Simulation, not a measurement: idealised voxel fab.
Name of the process module below: voxel self aligned vias
Cross-section cut spans 210 nm and uses square cells 5 nm in size.
In this document a cross-section is written as a grid of square cells. It is given as a series of bands, listed from the top down, and a band is one or more rows of cells. It is stipulated that each band's entry specify, in nanometres, the height of the top of the band and then that of its bottom, followed by the materials of the band in left-to-right sequence, each together with its width in nanometres. A single material marked by the word "all across" is understood to fill the band from edge to edge; the word "blank" is understood to denote empty space. Beneath 0, the wafer as received is one material, and that level is where height counting begins. The lowest band goes on downward without a bottom; it is written like "0 nm and below". The expression "30 to 40" gives the width at the extremes of the band, the first number at its top row of cells and the second at its bottom row, with the width changing by equal amounts from each row to the next in between. "remained the same" -> step changed no cross-section cell. Look at "Enclosed cavity list" for the closed voids: empty spaces with no open path to the top, sized 8 cells or up. Each is width x height at distance, distance from the left edge, all nm. Whatever follows a step's settings on its line is a remark the simulator itself makes about that step. "overlay nm" on a masked step: distance the mask lay right of its planned place, negative for left.
LISTED BELOW ARE THE PROCESS STEPS AS PLANNED
1. RECEIVE [material Si]
2. CONFORMAL_DEP [material SiO2] [thk nm 10]
3. CONFORMAL_DEP [material SiCN] [thk nm 5]
4. DIRECTIONAL_DEP [material SiO2] [thk nm 30]
5. MASKED_ETCH [tone open] [mask id LINES] [width nm 20] [pitch nm 60] [etch materials SiO2] [depth nm 30] [overlay nm 0]
6. CONFORMAL_DEP [material TiN] [thk nm 5]
7. FILL_DEP [material W] [thk nm 5]
8. CMP [height nm 45]
9. SELECTIVE_ETCH [etch materials W Ru TiN] [depth nm 5]
10. FILL_DEP [material SiN] [thk nm 10]
11. CMP [height nm 45]
12. DIRECTIONAL_DEP [material SiO2] [thk nm 15]
13. PATTERN [tone open] [mask id VIAS] [material resist] [width nm 30] [thk nm 20] [overlay nm 0]
14. DIRECTIONAL_ETCH [etch materials SiO2] [depth nm 15]
15. DIRECTIONAL_ETCH [etch materials SiN] [depth nm 5]
16. STRIP [etch materials resist]
17. CONFORMAL_DEP [material TiN] [thk nm 5]
18. FILL_DEP [material Ru] [thk nm 5]
19. CMP [height nm 60]
20. CONFORMAL_DEP [material SiN] [thk nm 5]
THE FIRST WAFER OF TWO, PROCESSED AS PLANNED
STEP 1 COMPLETE: CROSS-SECTION OF THE WAFER AS RECEIVED
    0 nm and below | Si all across
    Enclosed cavity list: none
CROSS-SECTIONAL REPRESENTATION OF THE WAFER AT THE CONCLUSION OF STEP 2
    10 nm to 0 nm | SiO2 all across
    No changes below 0.
CROSS-SECTIONAL REPRESENTATION OF THE WAFER AT THE CONCLUSION OF STEP 3
    15 nm to 10 nm | SiCN all across
    No changes below 10.
CROSS-SECTIONAL REPRESENTATION OF THE WAFER AT THE CONCLUSION OF STEP 4
    45 nm to 15 nm | SiO2 all across
    No changes below 15.
CROSS-SECTIONAL REPRESENTATION OF THE WAFER AT THE CONCLUSION OF STEP 5
    45 nm to 15 nm | SiO2 (65) / blank (20) / SiO2 (40) / blank (20) / SiO2 (65)
    No changes below 15.
CROSS-SECTIONAL REPRESENTATION OF THE WAFER AT THE CONCLUSION OF STEP 6
    50 nm to 45 nm | TiN (70) / blank (10) / TiN (50) / blank (10) / TiN (70)
    45 nm to 20 nm | SiO2 (65) / TiN (5) / blank (10) / TiN (5) / SiO2 (40) / TiN (5) / blank (10) / TiN (5) / SiO2 (65)
    20 nm to 15 nm | SiO2 (65) / TiN (20) / SiO2 (40) / TiN (20) / SiO2 (65)
    No changes below 15.
CROSS-SECTIONAL REPRESENTATION OF THE WAFER AT THE CONCLUSION OF STEP 7
    55 nm to 50 nm | W all across
    50 nm to 45 nm | TiN (70) / W (10) / TiN (50) / W (10) / TiN (70)
    45 nm to 20 nm | SiO2 (65) / TiN (5) / W (10) / TiN (5) / SiO2 (40) / TiN (5) / W (10) / TiN (5) / SiO2 (65)
    No changes below 20.
CROSS-SECTIONAL REPRESENTATION OF THE WAFER AT THE CONCLUSION OF STEP 8
    45 nm to 20 nm | SiO2 (65) / TiN (5) / W (10) / TiN (5) / SiO2 (40) / TiN (5) / W (10) / TiN (5) / SiO2 (65)
    No changes below 20.
CROSS-SECTIONAL REPRESENTATION OF THE WAFER AT THE CONCLUSION OF STEP 9
    45 nm to 40 nm | SiO2 (65) / blank (20) / SiO2 (40) / blank (20) / SiO2 (65)
    No changes below 40.
CROSS-SECTIONAL REPRESENTATION OF THE WAFER AT THE CONCLUSION OF STEP 10
    55 nm to 45 nm | SiN all across
    45 nm to 40 nm | SiO2 (65) / SiN (20) / SiO2 (40) / SiN (20) / SiO2 (65)
    No changes below 40.
CROSS-SECTIONAL REPRESENTATION OF THE WAFER AT THE CONCLUSION OF STEP 11
    45 nm to 40 nm | SiO2 (65) / SiN (20) / SiO2 (40) / SiN (20) / SiO2 (65)
    No changes below 40.
CROSS-SECTIONAL REPRESENTATION OF THE WAFER AT THE CONCLUSION OF STEP 12
    60 nm to 45 nm | SiO2 all across
    No changes below 45.
CROSS-SECTIONAL REPRESENTATION OF THE WAFER AT THE CONCLUSION OF STEP 13
    80 nm to 60 nm | resist (60) / blank (30) / resist (120)
    No changes below 60.
CROSS-SECTIONAL REPRESENTATION OF THE WAFER AT THE CONCLUSION OF STEP 14
    80 nm to 60 nm | resist (60) / blank (30) / resist (120)
    60 nm to 45 nm | SiO2 (60) / blank (30) / SiO2 (120)
    No changes below 45.
CROSS-SECTIONAL REPRESENTATION OF THE WAFER AT THE CONCLUSION OF STEP 15
    80 nm to 60 nm | resist (60) / blank (30) / resist (120)
    60 nm to 45 nm | SiO2 (60) / blank (30) / SiO2 (120)
    45 nm to 40 nm | SiO2 (65) / blank (20) / SiO2 (40) / SiN (20) / SiO2 (65)
    No changes below 40.
CROSS-SECTIONAL REPRESENTATION OF THE WAFER AT THE CONCLUSION OF STEP 16
    60 nm to 45 nm | SiO2 (60) / blank (30) / SiO2 (120)
    No changes below 45.
CROSS-SECTIONAL REPRESENTATION OF THE WAFER AT THE CONCLUSION OF STEP 17
    65 nm to 60 nm | TiN (65) / blank (20) / TiN (125)
    60 nm to 50 nm | SiO2 (60) / TiN (5) / blank (20) / TiN (5) / SiO2 (120)
    50 nm to 45 nm | SiO2 (60) / TiN (10) / blank (10) / TiN (10) / SiO2 (120)
    45 nm to 40 nm | SiO2 (65) / TiN (20) / SiO2 (40) / SiN (20) / SiO2 (65)
    No changes below 40.
CROSS-SECTIONAL REPRESENTATION OF THE WAFER AT THE CONCLUSION OF STEP 18
    70 nm to 65 nm | Ru all across
    65 nm to 60 nm | TiN (65) / Ru (20) / TiN (125)
    60 nm to 50 nm | SiO2 (60) / TiN (5) / Ru (20) / TiN (5) / SiO2 (120)
    50 nm to 45 nm | SiO2 (60) / TiN (10) / Ru (10) / TiN (10) / SiO2 (120)
    No changes below 45.
CROSS-SECTIONAL REPRESENTATION OF THE WAFER AT THE CONCLUSION OF STEP 19
    60 nm to 50 nm | SiO2 (60) / TiN (5) / Ru (20) / TiN (5) / SiO2 (120)
    No changes below 50.
CROSS-SECTIONAL REPRESENTATION OF THE WAFER AT THE CONCLUSION OF STEP 20
    65 nm to 60 nm | SiN all across
    No changes below 60.
WAFER TWO OF TWO - SAME STARTING POINT, SAME PROCESS PLAN, ONE MISTAKE IN EXECUTION; MATCHES WAFER ONE UP TO AND INCLUDING STEP 1
X-section, second wafer, when step 2 was due to finish: remained the same
X-SECTION, SECOND WAFER, WHEN STEP 3 WAS DUE TO FINISH
    5 nm to 0 nm | SiCN all across
    No changes below 0.
X-SECTION, SECOND WAFER, WHEN STEP 4 WAS DUE TO FINISH
    35 nm to 5 nm | SiO2 all across
    No changes below 5.
X-SECTION, SECOND WAFER, WHEN STEP 5 WAS DUE TO FINISH
    35 nm to 5 nm | SiO2 (65) / blank (20) / SiO2 (40) / blank (20) / SiO2 (65)
    No changes below 5.
X-SECTION, SECOND WAFER, WHEN STEP 6 WAS DUE TO FINISH
    40 nm to 35 nm | TiN (70) / blank (10) / TiN (50) / blank (10) / TiN (70)
    35 nm to 10 nm | SiO2 (65) / TiN (5) / blank (10) / TiN (5) / SiO2 (40) / TiN (5) / blank (10) / TiN (5) / SiO2 (65)
    10 nm to 5 nm | SiO2 (65) / TiN (20) / SiO2 (40) / TiN (20) / SiO2 (65)
    No changes below 5.
X-SECTION, SECOND WAFER, WHEN STEP 7 WAS DUE TO FINISH
    45 nm to 40 nm | W all across
    40 nm to 35 nm | TiN (70) / W (10) / TiN (50) / W (10) / TiN (70)
    35 nm to 10 nm | SiO2 (65) / TiN (5) / W (10) / TiN (5) / SiO2 (40) / TiN (5) / W (10) / TiN (5) / SiO2 (65)
    No changes below 10.
X-section, second wafer, when step 8 was due to finish: remained the same
X-SECTION, SECOND WAFER, WHEN STEP 9 WAS DUE TO FINISH
    40 nm to 35 nm | TiN (70) / W (10) / TiN (50) / W (10) / TiN (70)
    No changes below 35.
X-SECTION, SECOND WAFER, WHEN STEP 10 WAS DUE TO FINISH
    50 nm to 40 nm | SiN all across
    No changes below 40.
X-SECTION, SECOND WAFER, WHEN STEP 11 WAS DUE TO FINISH
    45 nm to 40 nm | SiN all across
    No changes below 40.
X-SECTION, SECOND WAFER, WHEN STEP 12 WAS DUE TO FINISH
    60 nm to 45 nm | SiO2 all across
    No changes below 45.
X-SECTION, SECOND WAFER, WHEN STEP 13 WAS DUE TO FINISH
    80 nm to 60 nm | resist (60) / blank (30) / resist (120)
    No changes below 60.
X-SECTION, SECOND WAFER, WHEN STEP 14 WAS DUE TO FINISH
    80 nm to 60 nm | resist (60) / blank (30) / resist (120)
    60 nm to 45 nm | SiO2 (60) / blank (30) / SiO2 (120)
    No changes below 45.
X-SECTION, SECOND WAFER, WHEN STEP 15 WAS DUE TO FINISH
    80 nm to 60 nm | resist (60) / blank (30) / resist (120)
    60 nm to 45 nm | SiO2 (60) / blank (30) / SiO2 (120)
    45 nm to 40 nm | SiN (60) / blank (30) / SiN (120)
    No changes below 40.
X-SECTION, SECOND WAFER, WHEN STEP 16 WAS DUE TO FINISH
    60 nm to 45 nm | SiO2 (60) / blank (30) / SiO2 (120)
    No changes below 45.
X-SECTION, SECOND WAFER, WHEN STEP 17 WAS DUE TO FINISH
    65 nm to 60 nm | TiN (65) / blank (20) / TiN (125)
    60 nm to 45 nm | SiO2 (60) / TiN (5) / blank (20) / TiN (5) / SiO2 (120)
    45 nm to 40 nm | SiN (60) / TiN (30) / SiN (120)
    No changes below 40.
X-SECTION, SECOND WAFER, WHEN STEP 18 WAS DUE TO FINISH
    70 nm to 65 nm | Ru all across
    65 nm to 60 nm | TiN (65) / Ru (20) / TiN (125)
    60 nm to 45 nm | SiO2 (60) / TiN (5) / Ru (20) / TiN (5) / SiO2 (120)
    No changes below 45.
X-SECTION, SECOND WAFER, WHEN STEP 19 WAS DUE TO FINISH
    60 nm to 45 nm | SiO2 (60) / TiN (5) / Ru (20) / TiN (5) / SiO2 (120)
    No changes below 45.
X-SECTION, SECOND WAFER, WHEN STEP 20 WAS DUE TO FINISH
    65 nm to 60 nm | SiN all across
    No changes below 60.
Want to know what went wrong? the run left out plan step 2 entirely, so it was never executed
The second wafer ends with more or fewer cells of some materials than the first, per final count: 2 more of Ru | 32 more of SiN | 84 fewer of SiO2 | 42 more of TiN | 8 more of W
